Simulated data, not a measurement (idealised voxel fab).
voxel local oxidation: a process module
This is section cut - it's 145 nm across, gridded in 5 nm square cells.
A cross-section is a grid of square cells, given in bands from the top down. A band is one or more rows of cells.
This entry defines a band. It first specifies the height of the band's top and the height of its bottom in nm, and then specifies the band's materials from left to right, stating each material with its width in nm. The word "all across" identifies a single material that fills the band from edge to edge, while the word "blank" identifies empty space.
All heights in this document are referenced to 0, defined as the level beneath which the wafer, as received, consists entirely of one material. The lowest band is not bounded below; it extends indefinitely downward and is written in the form "0 and below".
The width entry "30->40" should be interpreted row by row: the top row of cells in the band takes the first number, the bottom row takes the second number, and the change between adjacent rows is uniform throughout.
The designation "nothing changed", where it is given for a processing step, indicates that no cell of the cross-section was altered in the course of that step.
Empty spaces without an open route to the top, at least 8 cells in extent, make up the entry "Closed void catalog"; each is given as width x height at distance, where the distance is measured from the left edge, and all are in nm.
Text after the settings on a step's line: the simulator's own remark on that step.
Regarding "overlay nm": on a step with a mask, it is the distance the mask lay to the right of its planned place; a negative value places it to the left.

[Steps in the process plan]
1. RECEIVE, material Si
2. CONFORMAL_DEP, material SiO2, thk nm 5
3. CONFORMAL_DEP, material SiN, thk nm 10
4. PATTERN, tone cover, mask id ACTIVE, material resist, width nm 115, thk nm 20, overlay nm 0
5. DIRECTIONAL_ETCH, etch materials SiN, depth nm 10
6. STRIP, etch materials resist
7. SELECTIVE_ETCH, etch materials SiO2, depth nm 5
8. OXIDIZE, depth nm 10
9. STRIP, etch materials SiN

[Wafer, first of two, run as planned]

[Shown in cross-section is the wafer as received, that is, as it stands after step 1]
0 and below = Si all across
Closed void catalog: none

[After step 2, in cross-section]
5 down to 0 = SiO2 all across
Below 0, the layers are the same as they were.

[After step 3, in cross-section]
15 down to 5 = SiN all across
Below 5, the layers are the same as they were.

[After step 4, in cross-section]
35 down to 15 = blank 15  resist 115  blank 15
Below 15, the layers are the same as they were.

[After step 5, in cross-section]
35 down to 15 = blank 15  resist 115  blank 15
15 down to 5 = blank 15  SiN 115  blank 15
Below 5, the layers are the same as they were.

[After step 6, in cross-section]
15 down to 5 = blank 15  SiN 115  blank 15
Below 5, the layers are the same as they were.

[After step 7, in cross-section]
15 down to 5 = blank 15  SiN 115  blank 15
5 down to 0 = blank 20  SiO2 105  blank 20
Below 0, the layers are the same as they were.

[After step 8, in cross-section]
15 down to 5 = blank 15  SiN 115  blank 15
5 down to 0 = blank 20  SiO2 105  blank 20
0 down to -10 = SiO2 30  Si 85  SiO2 30
Below -10, the layers are the same as they were.

[After step 9, in cross-section]
5 down to 0 = blank 20  SiO2 105  blank 20
Below 0, the layers are the same as they were.

[Wafer two: like wafer one in start and plan, but with one mistake in execution; identical up to and including step 1]

when step 2 should have ended: nothing changed

[when step 3 should have ended]
10 down to 0 = SiN all across
Below 0, the layers are the same as they were.

[when step 4 should have ended]
30 down to 10 = blank 15  resist 115  blank 15
Below 10, the layers are the same as they were.

[when step 5 should have ended]
30 down to 10 = blank 15  resist 115  blank 15
10 down to 0 = blank 15  SiN 115  blank 15
Below 0, the layers are the same as they were.

[when step 6 should have ended]
10 down to 0 = blank 15  SiN 115  blank 15
Below 0, the layers are the same as they were.

when step 7 should have ended: nothing changed

[when step 8 should have ended]
10 down to 0 = blank 15  SiN 115  blank 15
0 down to -10 = SiO2 25  Si 95  SiO2 25
Below -10, the layers are the same as they were.

[when step 9 should have ended]
0 down to -10 = SiO2 25  Si 95  SiO2 25
Below -10, the layers are the same as they were.
Want to know what went wrong? step 2 was left out
The second wafer ends with more or fewer cells of some materials than the first, per final count: Si +4; SiO2 -25
